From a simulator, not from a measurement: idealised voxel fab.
process module | voxel wiring stack
cross-section cut | 280 nm wide | cells 5 nm
A cross-section is a grid of square cells, given in bands from the top down. A band is one or more rows of cells.
Each band's line starts with the height of the band's top and of its bottom, in nm. Then come its materials from left to right, each with its width in nm. One material with "throughout" fills the band from edge to edge. "air" is empty space.
Height 0 is the level under which the wafer as received is all one material. The lowest band goes on downwards, as in "0 down".
A width such as "30 to 40" changes by the same amount from each row of cells to the next, from the band's top row to its bottom row.
"no change" after a step means that no cell of the cross-section changed.
closed voids: empty space of 8 cells or more with no open way to the top, each as width x height at its distance from the left edge, in nm
after a step's settings: what the simulator itself notes on the step
overlay nm, on a step with a mask: how far to the right of its planned place the mask lay; to the left if negative
plan
1 op RECEIVE | material Si
2 op CONFORMAL_DEP | material SiO2 | thk nm 10
3 op DIRECTIONAL_DEP | material TiN | thk nm 5
4 op DIRECTIONAL_DEP | material W | thk nm 15
5 op PATTERN | tone cover | mask id METAL_1 | material resist | width nm 30 | pitch nm 55 | thk nm 15 | overlay nm 0
6 op DIRECTIONAL_ETCH | etch materials W | depth nm 15
7 op DIRECTIONAL_ETCH | etch materials TiN | depth nm 5
8 op STRIP | etch materials resist
9 op FILL_DEP | material SiO2 | thk nm 10
10 op CMP | height nm 30
11 op CONFORMAL_DEP | material SiCN | thk nm 5
12 op DIRECTIONAL_DEP | material lowk | thk nm 20
13 op PATTERN | tone open | mask id PLUG_1 | material resist | width nm 15 | pitch nm 55 | thk nm 15 | overlay nm 0
14 op DIRECTIONAL_ETCH | etch materials lowk | depth nm 20
15 op DIRECTIONAL_ETCH | etch materials SiCN | depth nm 5
16 op STRIP | etch materials resist
17 op CONFORMAL_DEP | material TiN | thk nm 5
18 op FILL_DEP | material Ru | thk nm 5
19 op CMP | height nm 55
20 op DIRECTIONAL_DEP | material TiN | thk nm 5
21 op DIRECTIONAL_DEP | material Ru | thk nm 15
22 op PATTERN | tone cover | mask id METAL_2 | material resist | width nm 30 | pitch nm 55 | thk nm 20 | overlay nm 0
23 op DIRECTIONAL_ETCH | etch materials Ru | depth nm 15
24 op DIRECTIONAL_ETCH | etch materials TiN | depth nm 5
25 op STRIP | etch materials resist
26 op CONFORMAL_DEP | material SiCN | thk nm 5
27 op FILL_DEP | material SiO2 | thk nm 5
28 op CMP | height nm 75
29 op CONFORMAL_DEP | material SiN | thk nm 5
as received, after step 1
  0 down: Si throughout
  closed voids: none
a wafer at the end: this start, this plan, one mistake
  80 to 75: SiN throughout
  75 to 60: SiO2 90 | SiCN 5 | Ru 30 | SiCN 5 | SiO2 15 | SiCN 5 | Ru 30 | SiCN 5 | SiO2 95
  60 to 55: SiCN 95 | TiN 30 | SiCN 25 | TiN 30 | SiCN 100
  55 to 35: lowk 95 | TiN 5 | Ru 5 | TiN 5 | lowk 40 | TiN 5 | Ru 5 | TiN 5 | lowk 115
  35 to 30: SiCN 95 | TiN 15 | SiCN 40 | TiN 15 | SiCN 115
  30 to 20: SiO2 throughout
  20 to 5: SiO2 95 | W 30 | SiO2 25 | W 30 | SiO2 100
  5 to 0: SiO2 95 | TiN 30 | SiO2 25 | TiN 30 | SiO2 100
  0 down: Si throughout
  closed voids: none
what went wrong: step 2 was left out
